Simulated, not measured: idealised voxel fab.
process module | voxel wiring stack
cross-section cut | 140 nm wide | cells 5 nm
A cross-section is a grid of square cells, given in bands from the top down. A band is one or more rows of cells.
Each band's line starts with the height of the band's top and of its bottom, in nm. Then come its materials from left to right, each with its width in nm. One material with "throughout" fills the band from edge to edge. "air" is empty space.
Height 0 is the level under which the wafer as received is all one material. The lowest band goes on downwards, as in "0 down".
A width such as "30 to 40" changes by the same amount from each row of cells to the next, from the band's top row to its bottom row.
"no change" after a step means that no cell of the cross-section changed.
closed voids: empty space of 8 cells or more with no open way to the top, each as width x height at its distance from the left edge, in nm
after a step's settings: what the simulator itself notes on the step
overlay nm, on a step with a mask: how far to the right of its planned place the mask lay; to the left if negative
plan
1 op RECEIVE | material Si
2 op CONFORMAL_DEP | material SiO2 | thk nm 15
3 op DIRECTIONAL_DEP | material TiN | thk nm 5
4 op DIRECTIONAL_DEP | material Ru | thk nm 25
5 op MASKED_ETCH | tone cover | mask id METAL_1 | width nm 25 | pitch nm 40 | etch materials Ru | depth nm 25 | overlay nm 0
6 op MASKED_ETCH | tone cover | mask id METAL_1 | width nm 25 | pitch nm 40 | etch materials TiN | depth nm 5 | overlay nm 0
7 op FILL_DEP | material lowk | thk nm 5
8 op CMP | height nm 45
9 op CONFORMAL_DEP | material SiCN | thk nm 5
10 op DIRECTIONAL_DEP | material lowk | thk nm 20
11 op MASKED_ETCH | tone open | mask id PLUG_1 | width nm 15 | pitch nm 80 | etch materials lowk | depth nm 20 | overlay nm 0
12 op MASKED_ETCH | tone open | mask id PLUG_1 | width nm 15 | pitch nm 80 | etch materials SiCN | depth nm 5 | overlay nm 0
13 op EPI | material Ru | thk nm 10
14 op EPI | material Ru | thk nm 10
15 op EPI | material Ru | thk nm 5
16 op CONFORMAL_DEP | material SiCN | thk nm 5
17 op DIRECTIONAL_DEP | material SiO2 | thk nm 25
18 op MASKED_ETCH | tone open | mask id METAL_2 | width nm 25 | pitch nm 40 | etch materials SiO2 | depth nm 25 | overlay nm 0
19 op MASKED_ETCH | tone open | mask id METAL_2 | width nm 25 | pitch nm 40 | etch materials SiCN | depth nm 5 | overlay nm 0
20 op CONFORMAL_DEP | material TiN | thk nm 5
21 op FILL_DEP | material Cu | thk nm 5
22 op CMP | height nm 100
23 op EPI | material Ru | thk nm 5
24 op FILL_DEP | material SiCN | thk nm 5
first wafer, as planned
as received, after step 1
  0 down: Si throughout
  closed voids: none
after step 2
  15 to 0: SiO2 throughout
  below 0: unchanged
after step 3
  20 to 15: TiN throughout
  below 15: unchanged
after step 4
  45 to 20: Ru throughout
  below 20: unchanged
after step 5
  45 to 20: air 15 | Ru 25 | air 15 | Ru 25 | air 15 | Ru 25 | air 20
  below 20: unchanged
after step 6
  45 to 20: air 15 | Ru 25 | air 15 | Ru 25 | air 15 | Ru 25 | air 20
  20 to 15: air 15 | TiN 25 | air 15 | TiN 25 | air 15 | TiN 25 | air 20
  below 15: unchanged
after step 7
  50 to 45: lowk throughout
  45 to 20: lowk 15 | Ru 25 | lowk 15 | Ru 25 | lowk 15 | Ru 25 | lowk 20
  20 to 15: lowk 15 | TiN 25 | lowk 15 | TiN 25 | lowk 15 | TiN 25 | lowk 20
  below 15: unchanged
after step 8
  45 to 20: lowk 15 | Ru 25 | lowk 15 | Ru 25 | lowk 15 | Ru 25 | lowk 20
  below 20: unchanged
after step 9
  50 to 45: SiCN throughout
  below 45: unchanged
after step 10
  70 to 50: lowk throughout
  below 50: unchanged
after step 11
  70 to 50: lowk 15 | air 15 | lowk 65 | air 15 | lowk 30
  below 50: unchanged
after step 12
  70 to 50: lowk 15 | air 15 | lowk 65 | air 15 | lowk 30
  50 to 45: SiCN 15 | air 15 | SiCN 65 | air 15 | SiCN 30
  below 45: unchanged
after step 13
  70 to 55: lowk 15 | air 15 | lowk 65 | air 15 | lowk 30
  55 to 50: lowk 15 | Ru 15 | lowk 65 | Ru 15 | lowk 30
  50 to 45: SiCN 15 | Ru 15 | SiCN 65 | Ru 15 | SiCN 30
  below 45: unchanged
after step 14
  70 to 65: lowk 15 | air 15 | lowk 65 | air 15 | lowk 30
  65 to 50: lowk 15 | Ru 15 | lowk 65 | Ru 15 | lowk 30
  below 50: unchanged
after step 15
  70 to 50: lowk 15 | Ru 15 | lowk 65 | Ru 15 | lowk 30
  below 50: unchanged
after step 16
  75 to 70: SiCN throughout
  below 70: unchanged
after step 17
  100 to 75: SiO2 throughout
  below 75: unchanged
after step 18
  100 to 75: SiO2 15 | air 25 | SiO2 15 | air 25 | SiO2 15 | air 25 | SiO2 20
  below 75: unchanged
after step 19
  100 to 75: SiO2 15 | air 25 | SiO2 15 | air 25 | SiO2 15 | air 25 | SiO2 20
  75 to 70: SiCN 15 | air 25 | SiCN 15 | air 25 | SiCN 15 | air 25 | SiCN 20
  below 70: unchanged
after step 20
  105 to 100: TiN 20 | air 15 | TiN 25 | air 15 | TiN 25 | air 15 | TiN 25
  100 to 75: SiO2 15 | TiN 5 | air 15 | TiN 5 | SiO2 15 | TiN 5 | air 15 | TiN 5 | SiO2 15 | TiN 5 | air 15 | TiN 5 | SiO2 20
  75 to 70: SiCN 15 | TiN 25 | SiCN 15 | TiN 25 | SiCN 15 | TiN 25 | SiCN 20
  below 70: unchanged
after step 21
  110 to 105: Cu throughout
  105 to 100: TiN 20 | Cu 15 | TiN 25 | Cu 15 | TiN 25 | Cu 15 | TiN 25
  100 to 75: SiO2 15 | TiN 5 | Cu 15 | TiN 5 | SiO2 15 | TiN 5 | Cu 15 | TiN 5 | SiO2 15 | TiN 5 | Cu 15 | TiN 5 | SiO2 20
  below 75: unchanged
after step 22
  100 to 75: SiO2 15 | TiN 5 | Cu 15 | TiN 5 | SiO2 15 | TiN 5 | Cu 15 | TiN 5 | SiO2 15 | TiN 5 | Cu 15 | TiN 5 | SiO2 20
  below 75: unchanged
after step 23
  105 to 100: air 10 | Ru 35 | air 5 | Ru 35 | air 5 | Ru 35 | air 15
  below 100: unchanged
after step 24
  110 to 105: SiCN throughout
  105 to 100: SiCN 10 | Ru 35 | SiCN 5 | Ru 35 | SiCN 5 | Ru 35 | SiCN 15
  below 100: unchanged
second wafer: like start, like plan, one mistake. Through step 1 it matches the first wafer
when step 2 should have ended
  30 to 0: SiO2 throughout
  below 0: unchanged
when step 3 should have ended
  35 to 30: TiN throughout
  below 30: unchanged
when step 4 should have ended
  60 to 35: Ru throughout
  below 35: unchanged
when step 5 should have ended
  60 to 35: air 15 | Ru 25 | air 15 | Ru 25 | air 15 | Ru 25 | air 20
  below 35: unchanged
when step 6 should have ended
  60 to 35: air 15 | Ru 25 | air 15 | Ru 25 | air 15 | Ru 25 | air 20
  35 to 30: air 15 | TiN 25 | air 15 | TiN 25 | air 15 | TiN 25 | air 20
  below 30: unchanged
when step 7 should have ended
  65 to 60: lowk throughout
  60 to 35: lowk 15 | Ru 25 | lowk 15 | Ru 25 | lowk 15 | Ru 25 | lowk 20
  35 to 30: lowk 15 | TiN 25 | lowk 15 | TiN 25 | lowk 15 | TiN 25 | lowk 20
  below 30: unchanged
when step 8 should have ended
  45 to 35: lowk 15 | Ru 25 | lowk 15 | Ru 25 | lowk 15 | Ru 25 | lowk 20
  below 35: unchanged
when step 9 should have ended
  50 to 45: SiCN throughout
  below 45: unchanged
when step 10 should have ended
  70 to 50: lowk throughout
  below 50: unchanged
when step 11 should have ended
  70 to 50: lowk 15 | air 15 | lowk 65 | air 15 | lowk 30
  below 50: unchanged
when step 12 should have ended
  70 to 50: lowk 15 | air 15 | lowk 65 | air 15 | lowk 30
  50 to 45: SiCN 15 | air 15 | SiCN 65 | air 15 | SiCN 30
  below 45: unchanged
when step 13 should have ended
  70 to 55: lowk 15 | air 15 | lowk 65 | air 15 | lowk 30
  55 to 50: lowk 15 | Ru 15 | lowk 65 | Ru 15 | lowk 30
  50 to 45: SiCN 15 | Ru 15 | SiCN 65 | Ru 15 | SiCN 30
  below 45: unchanged
when step 14 should have ended
  70 to 65: lowk 15 | air 15 | lowk 65 | air 15 | lowk 30
  65 to 50: lowk 15 | Ru 15 | lowk 65 | Ru 15 | lowk 30
  below 50: unchanged
when step 15 should have ended
  70 to 50: lowk 15 | Ru 15 | lowk 65 | Ru 15 | lowk 30
  below 50: unchanged
when step 16 should have ended
  75 to 70: SiCN throughout
  below 70: unchanged
when step 17 should have ended
  100 to 75: SiO2 throughout
  below 75: unchanged
when step 18 should have ended
  100 to 75: SiO2 15 | air 25 | SiO2 15 | air 25 | SiO2 15 | air 25 | SiO2 20
  below 75: unchanged
when step 19 should have ended
  100 to 75: SiO2 15 | air 25 | SiO2 15 | air 25 | SiO2 15 | air 25 | SiO2 20
  75 to 70: SiCN 15 | air 25 | SiCN 15 | air 25 | SiCN 15 | air 25 | SiCN 20
  below 70: unchanged
when step 20 should have ended
  105 to 100: TiN 20 | air 15 | TiN 25 | air 15 | TiN 25 | air 15 | TiN 25
  100 to 75: SiO2 15 | TiN 5 | air 15 | TiN 5 | SiO2 15 | TiN 5 | air 15 | TiN 5 | SiO2 15 | TiN 5 | air 15 | TiN 5 | SiO2 20
  75 to 70: SiCN 15 | TiN 25 | SiCN 15 | TiN 25 | SiCN 15 | TiN 25 | SiCN 20
  below 70: unchanged
when step 21 should have ended
  110 to 105: Cu throughout
  105 to 100: TiN 20 | Cu 15 | TiN 25 | Cu 15 | TiN 25 | Cu 15 | TiN 25
  100 to 75: SiO2 15 | TiN 5 | Cu 15 | TiN 5 | SiO2 15 | TiN 5 | Cu 15 | TiN 5 | SiO2 15 | TiN 5 | Cu 15 | TiN 5 | SiO2 20
  below 75: unchanged
when step 22 should have ended
  100 to 75: SiO2 15 | TiN 5 | Cu 15 | TiN 5 | SiO2 15 | TiN 5 | Cu 15 | TiN 5 | SiO2 15 | TiN 5 | Cu 15 | TiN 5 | SiO2 20
  below 75: unchanged
when step 23 should have ended
  105 to 100: air 10 | Ru 35 | air 5 | Ru 35 | air 5 | Ru 35 | air 15
  below 100: unchanged
when step 24 should have ended
  110 to 105: SiCN throughout
  105 to 100: SiCN 10 | Ru 35 | SiCN 5 | Ru 35 | SiCN 5 | Ru 35 | SiCN 15
  below 100: unchanged
what went wrong: step 2 was run twice
at the end the second wafer has, in cells: 45 fewer of Ru | 84 more of SiO2 | 39 fewer of lowk
